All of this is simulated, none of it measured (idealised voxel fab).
process module | voxel capacitor over wiring
cross-section cut | 160 nm wide | cells 5 nm
A cross-section is a grid of square cells, given in bands from the top down. A band is one or more rows of cells.
Each band's line starts with the height of the band's top and of its bottom, in nm. Then come its materials from left to right, each with its width in nm. One material with "throughout" fills the band from edge to edge. "air" is empty space.
Height 0 is the level under which the wafer as received is all one material. The lowest band goes on downwards, as in "0 down".
A width such as "30 to 40" changes by the same amount from each row of cells to the next, from the band's top row to its bottom row.
"no change" after a step means that no cell of the cross-section changed.
closed voids: empty space of 8 cells or more with no open way to the top, each as width x height at its distance from the left edge, in nm
after a step's settings: what the simulator itself notes on the step
overlay nm, on a step with a mask: how far to the right of its planned place the mask lay; to the left if negative
plan
1 op RECEIVE | material Si
2 op CONFORMAL_DEP | material SiO2 | thk nm 10
3 op CONFORMAL_DEP | material SiCN | thk nm 5
4 op DIRECTIONAL_DEP | material lowk | thk nm 15
5 op PATTERN | tone open | mask id METAL_1 | material resist | width nm 20 | pitch nm 85 | thk nm 20 | overlay nm 0
6 op DIRECTIONAL_ETCH | etch materials lowk | depth nm 15
7 op DIRECTIONAL_ETCH | etch materials SiCN | depth nm 5
8 op STRIP | etch materials resist
9 op CONFORMAL_DEP | material TiN | thk nm 5
10 op FILL_DEP | material Cu | thk nm 5
11 op CMP | height nm 30
12 op EPI | material Ru | thk nm 5
13 op FILL_DEP | material SiCN | thk nm 5
14 op DIRECTIONAL_DEP | material lowk | thk nm 10
15 op PATTERN | tone open | mask id PLUG_1 | material resist | width nm 15 | thk nm 15 | overlay nm 0
16 op DIRECTIONAL_ETCH | etch materials lowk | depth nm 10
17 op DIRECTIONAL_ETCH | etch materials SiCN | depth nm 5
18 op STRIP | etch materials resist
19 op EPI | material Ru | thk nm 10
20 op EPI | material Ru | thk nm 5
21 op DIRECTIONAL_DEP | material TiN | thk nm 10
22 op DIRECTIONAL_DEP | material SiN | thk nm 5
23 op DIRECTIONAL_DEP | material TiN | thk nm 5
24 op MASKED_ETCH | tone cover | mask id UPPER_PLATE | width nm 70 | etch materials TiN | depth nm 5 | overlay nm 0
25 op MASKED_ETCH | tone cover | mask id UPPER_PLATE | width nm 70 | etch materials SiN | depth nm 5 | overlay nm 0
26 op PATTERN | tone cover | mask id LOWER_PLATE | material resist | width nm 80 | thk nm 15 | overlay nm 0
27 op DIRECTIONAL_ETCH | etch materials TiN | depth nm 10
28 op STRIP | etch materials resist
29 op FILL_DEP | material SiO2 | thk nm 15
30 op CMP | height nm 80
31 op MASKED_ETCH | tone open | mask id PLUG_2 | width nm 15 | etch materials SiO2 | depth nm 10 | overlay nm 0
32 op CONFORMAL_DEP | material TiN | thk nm 5
33 op FILL_DEP | material W | thk nm 10
34 op CMP | height nm 80
35 op CONFORMAL_DEP | material SiN | thk nm 5
as received, after step 1
  0 down: Si throughout
  closed voids: none
first wafer at the end, as planned
  85 to 80: SiN throughout
  80 to 75: SiO2 40 | TiN 5 | W 5 | TiN 5 | SiO2 105
  75 to 65: SiO2 40 to 30 | TiN 15 to 70 | SiO2 105 to 60
  65 to 60: SiO2 30 | SiN 70 | SiO2 60
  60 to 50: SiO2 25 | TiN 80 | SiO2 55
  50 to 40: lowk 30 | Ru 15 | lowk 115
  40 to 35: SiCN 30 | Ru 15 | SiCN 115
  35 to 30: SiCN 20 | Ru 30 | SiCN 55 | Ru 30 | SiCN 25
  30 to 15: lowk 25 | TiN 5 | Cu 10 | TiN 5 | lowk 65 | TiN 5 | Cu 10 | TiN 5 | lowk 30
  15 to 10: SiCN 25 | TiN 20 | SiCN 65 | TiN 20 | SiCN 30
  10 to 0: SiO2 throughout
  0 down: Si throughout
  closed voids: none
second wafer at the end: like start, like plan, one mistake
  100 to 95: SiN throughout
  95 to 85: W throughout
  85 to 80: TiN 45 | W 5 | TiN 110
  80 to 75: SiO2 40 | TiN 5 | W 5 | TiN 5 | SiO2 105
  75 to 65: SiO2 40 to 30 | TiN 15 to 70 | SiO2 105 to 60
  65 to 60: SiO2 30 | SiN 70 | SiO2 60
  60 to 50: SiO2 25 | TiN 80 | SiO2 55
  50 to 40: lowk 30 | Ru 15 | lowk 115
  40 to 35: SiCN 30 | Ru 15 | SiCN 115
  35 to 30: SiCN 20 | Ru 30 | SiCN 55 | Ru 30 | SiCN 25
  30 to 15: lowk 25 | TiN 5 | Cu 10 | TiN 5 | lowk 65 | TiN 5 | Cu 10 | TiN 5 | lowk 30
  15 to 10: SiCN 25 | TiN 20 | SiCN 65 | TiN 20 | SiCN 30
  10 to 0: SiO2 throughout
  0 down: Si throughout
  closed voids: none
what went wrong: step 34 was left out
at the end the second wafer has, in cells: 31 more of TiN | 65 more of W
